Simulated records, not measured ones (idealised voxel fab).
process module | voxel quadruple lines
cross-section cut | 300 nm wide | cells 5 nm
A cross-section is a grid of square cells, given in bands from the top down. A band is one or more rows of cells.
Each band's line starts with the height of the band's top and of its bottom, in nm. Then come its materials from left to right, each with its width in nm. One material with "throughout" fills the band from edge to edge. "air" is empty space.
Height 0 is the level under which the wafer as received is all one material. The lowest band goes on downwards, as in "0 down".
A width such as "30 to 40" changes by the same amount from each row of cells to the next, from the band's top row to its bottom row.
"no change" after a step means that no cell of the cross-section changed.
closed voids: empty space of 8 cells or more with no open way to the top, each as width x height at its distance from the left edge, in nm
after a step's settings: what the simulator itself notes on the step
overlay nm, on a step with a mask: how far to the right of its planned place the mask lay; to the left if negative
Each pair below shows a cross-section before one step and the cross-section after it, down to the lowest band that changed. The line under each pair gives the step between them, with its settings. The pairs can come from different runs of this module on the same starting wafer, so a pair continues from the pair above only where its "before" says so.
before
  30 to 20: lowk throughout
  20 to 10: lowk 65 | W 5 | lowk 15 | W 5 | lowk 15 | W 5 | lowk 15 | W 5 | lowk 15 | W 5 | lowk 15 | W 5 | lowk 15 | W 5 | lowk 15 | W 5 | lowk 90
  10 to 0: Al2O3 throughout
  0 down: Si throughout
  closed voids: none
after
  20 to 10: lowk 65 | W 5 | lowk 15 | W 5 | lowk 15 | W 5 | lowk 15 | W 5 | lowk 15 | W 5 | lowk 15 | W 5 | lowk 15 | W 5 | lowk 15 | W 5 | lowk 90
  below 10: unchanged
  closed voids: none
the step between: op CMP | height nm 20
before
  20 to 10: air 75 | W 5 | air 15 | W 5 | air 15 | W 5 | air 15 | W 5 | air 15 | W 5 | air 15 | W 5 | air 15 | W 5 | air 15 | W 5 | air 80
  10 to 0: Al2O3 throughout
  0 down: Si throughout
  closed voids: none
after
  30 to 20: aC throughout
  20 to 10: aC 75 | W 5 | aC 15 | W 5 | aC 15 | W 5 | aC 15 | W 5 | aC 15 | W 5 | aC 15 | W 5 | aC 15 | W 5 | aC 15 | W 5 | aC 80
  below 10: unchanged
  closed voids: none
the step between: op FILL_DEP | material aC | thk nm 10
before: the cross-section after the pair above
after
  20 to 10: aC 75 | W 5 | aC 15 | W 5 | aC 15 | W 5 | aC 15 | W 5 | aC 15 | W 5 | aC 15 | W 5 | aC 15 | W 5 | aC 15 | W 5 | aC 80
  below 10: unchanged
  closed voids: none
the step between: op CMP | height nm 20
before
  65 to 40: aC throughout
  40 to 20: polySi throughout
  20 to 10: W throughout
  10 to 0: Al2O3 throughout
  0 down: Si throughout
  closed voids: none
after
  100 to 65: resist 95 | air 25 | resist 55 | air 25 | resist 100
  below 65: unchanged
  closed voids: none
the step between: op PATTERN | tone open | mask id MANDREL | material resist | width nm 25 | pitch nm 80 | thk nm 35 | overlay nm 0
before: the cross-section after the pair above
after
  75 to 65: resist 95 | air 25 | resist 55 | air 25 | resist 100
  65 to 40: aC 95 | air 25 | aC 55 | air 25 | aC 100
  below 40: unchanged
  closed voids: none
the step between: op DIRECTIONAL_ETCH | etch materials aC | depth nm 25
before: the cross-section after the pair above
after
  65 to 40: aC 95 | air 25 | aC 55 | air 25 | aC 100
  below 40: unchanged
  closed voids: none
the step between: op STRIP | etch materials resist
before: the cross-section after the pair above
after
  80 to 65: SiO2 throughout
  65 to 40: aC 95 | SiO2 25 | aC 55 | SiO2 25 | aC 100
  below 40: unchanged
  closed voids: none
the step between: op CONFORMAL_DEP | material SiO2 | thk nm 15
before: the cross-section after the pair above
after
  65 to 40: aC 95 | SiO2 25 | aC 55 | SiO2 25 | aC 100
  below 40: unchanged
  closed voids: none
the step between: op DIRECTIONAL_ETCH | etch materials SiO2 | depth nm 15
before: the cross-section after the pair above
after
  65 to 40: air 95 | SiO2 25 | air 55 | SiO2 25 | air 100
  below 40: unchanged
  closed voids: none
the step between: op STRIP | etch materials aC
before: the cross-section after the pair above
after
  65 to 40: air 95 | SiO2 25 | air 55 | SiO2 25 | air 100
  40 to 20: air 95 | polySi 25 | air 55 | polySi 25 | air 100
  below 20: unchanged
  closed voids: none
the step between: op DIRECTIONAL_ETCH | etch materials polySi | depth nm 20
before: the cross-section after the pair above
after
  40 to 20: air 95 | polySi 25 | air 55 | polySi 25 | air 100
  below 20: unchanged
  closed voids: none
the step between: op STRIP | etch materials SiO2
before: the cross-section after the pair above
after
  45 to 40: air 90 | SiN 35 | air 45 | SiN 35 | air 95
  40 to 25: air 90 | SiN 5 | polySi 25 | SiN 5 | air 45 | SiN 5 | polySi 25 | SiN 5 | air 95
  25 to 20: SiN 95 | polySi 25 | SiN 55 | polySi 25 | SiN 100
  below 20: unchanged
  closed voids: none
the step between: op CONFORMAL_DEP | material SiN | thk nm 5
before: the cross-section after the pair above
after
  40 to 20: air 90 | SiN 5 | polySi 25 | SiN 5 | air 45 | SiN 5 | polySi 25 | SiN 5 | air 95
  below 20: unchanged
  closed voids: none
the step between: op DIRECTIONAL_ETCH | etch materials SiN | depth nm 5
before: the cross-section after the pair above
after
  40 to 20: air 90 | SiN 5 | air 25 | SiN 5 | air 45 | SiN 5 | air 25 | SiN 5 | air 95
  below 20: unchanged
  closed voids: none
the step between: op STRIP | etch materials polySi
before: the cross-section after the pair above
after
  40 to 20: air 90 | SiN 5 | air 25 | SiN 5 | air 45 | SiN 5 | air 25 | SiN 5 | air 95
  20 to 10: air 90 | W 5 | air 25 | W 5 | air 45 | W 5 | air 25 | W 5 | air 95
  below 10: unchanged
  closed voids: none
the step between: op DIRECTIONAL_ETCH | etch materials W | depth nm 10
before: the cross-section after the pair above
after
  20 to 10: air 90 | W 5 | air 25 | W 5 | air 45 | W 5 | air 25 | W 5 | air 95
  below 10: unchanged
  closed voids: none
the step between: op STRIP | etch materials SiN
before: the cross-section after the pair above
after
  30 to 20: lowk throughout
  20 to 10: lowk 90 | W 5 | lowk 25 | W 5 | lowk 45 | W 5 | lowk 25 | W 5 | lowk 95
  below 10: unchanged
  closed voids: none
the step between: op FILL_DEP | material lowk | thk nm 10
before: the cross-section after the pair above
after
  20 to 10: lowk 90 | W 5 | lowk 25 | W 5 | lowk 45 | W 5 | lowk 25 | W 5 | lowk 95
  below 10: unchanged
  closed voids: none
the step between: op CMP | height nm 20
